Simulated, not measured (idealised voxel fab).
Process module under the name voxel double patterning
The width of the displayed cross-section, cut, is 260 nm; its cells are square, with a size of 5 nm.
When this document writes out a cross-section, it uses a grid of square cells and lists it as bands, beginning at the top and moving down, with a band standing for one or more rows of cells. It is stipulated that each band's entry specify, in nanometres, the height of the top of the band and then that of its bottom, followed by the materials of the band in left-to-right sequence, each together with its width in nanometres. A single material marked by the word "all across" is understood to fill the band from edge to edge; the word "blank" is understood to denote empty space. Heights are expressed relative to 0, this being the level below which the as-received wafer comprises one material exclusively. The lowest band is unbounded in the downward direction and is denoted as in "0 -> down". When a width is written as two numbers, as in "30 to 40", the first number is the width in the top row of cells of the band and the second is the width in its bottom row, and the width changes by the same amount from each row to the next. For the purposes of this document, the phrase "nothing got changed" attached to a step denotes that no cell within the cross-section was modified by that step. What "closed voids" gives you is every empty space of 8 cells or more that is cut off from the top. Each appears as width x height at distance, with the distance taken from the left edge and width, height and distance all in nm. Formally, on a step line, whatever follows the settings is a remark that the simulator itself makes on the step. Each step line may optionally specify "overlay nm", which for a step with a mask gives the rightward distance between the mask's planned place and where it lay, a negative value indicating the leftward direction.

[Below is the list of planned process steps]
1,RECEIVE,material Si
2,CONFORMAL_DEP,material SiN,thk nm 5
3,DIRECTIONAL_DEP,material SiO2,thk nm 15
4,DIRECTIONAL_DEP,material SiCN,thk nm 10
5,MASKED_ETCH,tone open,mask id FIRST,width nm 15,pitch nm 50,etch materials SiCN,depth nm 10,overlay nm 0
6,DIRECTIONAL_DEP,material aC,thk nm 15
7,PATTERN,tone open,mask id SECOND,material resist,width nm 15,pitch nm 50,thk nm 35,overlay nm 0
8,DIRECTIONAL_ETCH,etch materials aC,depth nm 15
9,STRIP,etch materials resist
10,DIRECTIONAL_ETCH,etch materials SiCN,depth nm 10
11,STRIP,etch materials aC
12,DIRECTIONAL_ETCH,etch materials SiO2,depth nm 15
13,STRIP,etch materials SiCN

[First of two wafers, with the run carried out as planned]

[Step 1 complete: cross-section of the wafer as received]
* 0 -> down  Si all across
* closed voids: none

[Take a look at the wafer's cross-section after step 2]
* 5 -> 0  SiN all across
* No changes below 0.

[Take a look at the wafer's cross-section after step 3]
* 20 -> 5  SiO2 all across
* No changes below 5.

[Take a look at the wafer's cross-section after step 4]
* 30 -> 20  SiCN all across
* No changes below 20.

[Take a look at the wafer's cross-section after step 5]
* 30 -> 20  SiCN (70), then blank (15), then SiCN (35), then blank (15), then SiCN (35), then blank (15), then SiCN (75)
* No changes below 20.

[Take a look at the wafer's cross-section after step 6]
* 45 -> 35  aC (70), then blank (15), then aC (35), then blank (15), then aC (35), then blank (15), then aC (75)
* 35 -> 30  aC all across
* 30 -> 20  SiCN (70), then aC (15), then SiCN (35), then aC (15), then SiCN (35), then aC (15), then SiCN (75)
* No changes below 20.

[Take a look at the wafer's cross-section after step 7]
* 80 -> 45  resist (95), then blank (15), then resist (35), then blank (15), then resist (100)
* 45 -> 35  aC (70), then resist (15), then aC (35), then resist (15), then aC (35), then resist (15), then aC (75)
* No changes below 35.

[Take a look at the wafer's cross-section after step 8]
* 65 -> 45  resist (95), then blank (15), then resist (35), then blank (15), then resist (100)
* 45 -> 35  aC (70), then resist (15), then aC (10), then blank (15), then aC (10), then resist (15), then aC (10), then blank (15), then aC (10), then resist (15), then aC (75)
* 35 -> 30  aC (95), then blank (15), then aC (35), then blank (15), then aC (100)
* No changes below 30.

[Take a look at the wafer's cross-section after step 9]
* 45 -> 35  aC (70), then blank (15), then aC (10), then blank (15), then aC (10), then blank (15), then aC (10), then blank (15), then aC (10), then blank (15), then aC (75)
* No changes below 35.

[Take a look at the wafer's cross-section after step 10]
* 45 -> 35  aC (70), then blank (15), then aC (10), then blank (15), then aC (10), then blank (15), then aC (10), then blank (15), then aC (10), then blank (15), then aC (75)
* 35 -> 30  aC (95), then blank (15), then aC (35), then blank (15), then aC (100)
* 30 -> 20  SiCN (70), then aC (15), then SiCN (10), then blank (15), then SiCN (10), then aC (15), then SiCN (10), then blank (15), then SiCN (10), then aC (15), then SiCN (75)
* No changes below 20.

[Take a look at the wafer's cross-section after step 11]
* 30 -> 20  SiCN (70), then blank (15), then SiCN (10), then blank (15), then SiCN (10), then blank (15), then SiCN (10), then blank (15), then SiCN (10), then blank (15), then SiCN (75)
* No changes below 20.

[Take a look at the wafer's cross-section after step 12]
* 30 -> 20  SiCN (70), then blank (15), then SiCN (10), then blank (15), then SiCN (10), then blank (15), then SiCN (10), then blank (15), then SiCN (10), then blank (15), then SiCN (75)
* 20 -> 5  SiO2 (70), then blank (15), then SiO2 (10), then blank (15), then SiO2 (10), then blank (15), then SiO2 (10), then blank (15), then SiO2 (10), then blank (15), then SiO2 (75)
* No changes below 5.

[Take a look at the wafer's cross-section after step 13]
* 20 -> 5  SiO2 (70), then blank (15), then SiO2 (10), then blank (15), then SiO2 (10), then blank (15), then SiO2 (10), then blank (15), then SiO2 (10), then blank (15), then SiO2 (75)
* No changes below 5.

[Wafer two of the pair: same origin, same plan, one error during the run; identical to wafer one up to and including step 1]

[Cross-section: second wafer, time at which step 2 was scheduled to end]
* 15 -> 0  SiO2 all across
* No changes below 0.

[Cross-section: second wafer, time at which step 3 was scheduled to end]
* 20 -> 15  SiN all across
* No changes below 15.

[Cross-section: second wafer, time at which step 4 was scheduled to end]
* 30 -> 20  SiCN all across
* No changes below 20.

[Cross-section: second wafer, time at which step 5 was scheduled to end]
* 30 -> 20  SiCN (70), then blank (15), then SiCN (35), then blank (15), then SiCN (35), then blank (15), then SiCN (75)
* No changes below 20.

[Cross-section: second wafer, time at which step 6 was scheduled to end]
* 45 -> 35  aC (70), then blank (15), then aC (35), then blank (15), then aC (35), then blank (15), then aC (75)
* 35 -> 30  aC all across
* 30 -> 20  SiCN (70), then aC (15), then SiCN (35), then aC (15), then SiCN (35), then aC (15), then SiCN (75)
* No changes below 20.

[Cross-section: second wafer, time at which step 7 was scheduled to end]
* 80 -> 45  resist (95), then blank (15), then resist (35), then blank (15), then resist (100)
* 45 -> 35  aC (70), then resist (15), then aC (35), then resist (15), then aC (35), then resist (15), then aC (75)
* No changes below 35.

[Cross-section: second wafer, time at which step 8 was scheduled to end]
* 65 -> 45  resist (95), then blank (15), then resist (35), then blank (15), then resist (100)
* 45 -> 35  aC (70), then resist (15), then aC (10), then blank (15), then aC (10), then resist (15), then aC (10), then blank (15), then aC (10), then resist (15), then aC (75)
* 35 -> 30  aC (95), then blank (15), then aC (35), then blank (15), then aC (100)
* No changes below 30.

[Cross-section: second wafer, time at which step 9 was scheduled to end]
* 45 -> 35  aC (70), then blank (15), then aC (10), then blank (15), then aC (10), then blank (15), then aC (10), then blank (15), then aC (10), then blank (15), then aC (75)
* No changes below 35.

[Cross-section: second wafer, time at which step 10 was scheduled to end]
* 45 -> 35  aC (70), then blank (15), then aC (10), then blank (15), then aC (10), then blank (15), then aC (10), then blank (15), then aC (10), then blank (15), then aC (75)
* 35 -> 30  aC (95), then blank (15), then aC (35), then blank (15), then aC (100)
* 30 -> 20  SiCN (70), then aC (15), then SiCN (10), then blank (15), then SiCN (10), then aC (15), then SiCN (10), then blank (15), then SiCN (10), then aC (15), then SiCN (75)
* No changes below 20.

[Cross-section: second wafer, time at which step 11 was scheduled to end]
* 30 -> 20  SiCN (70), then blank (15), then SiCN (10), then blank (15), then SiCN (10), then blank (15), then SiCN (10), then blank (15), then SiCN (10), then blank (15), then SiCN (75)
* No changes below 20.

Cross-section: second wafer, time at which step 12 was scheduled to end: nothing got changed

[Cross-section: second wafer, time at which step 13 was scheduled to end]
* 20 -> 15  SiN all across
* No changes below 15.
Deviation noted in wafer processing: steps 2 and 3 traded places in the executed sequence
Heads up, by the end the second wafer has more or fewer cells of some materials compared to the first: +45 SiO2
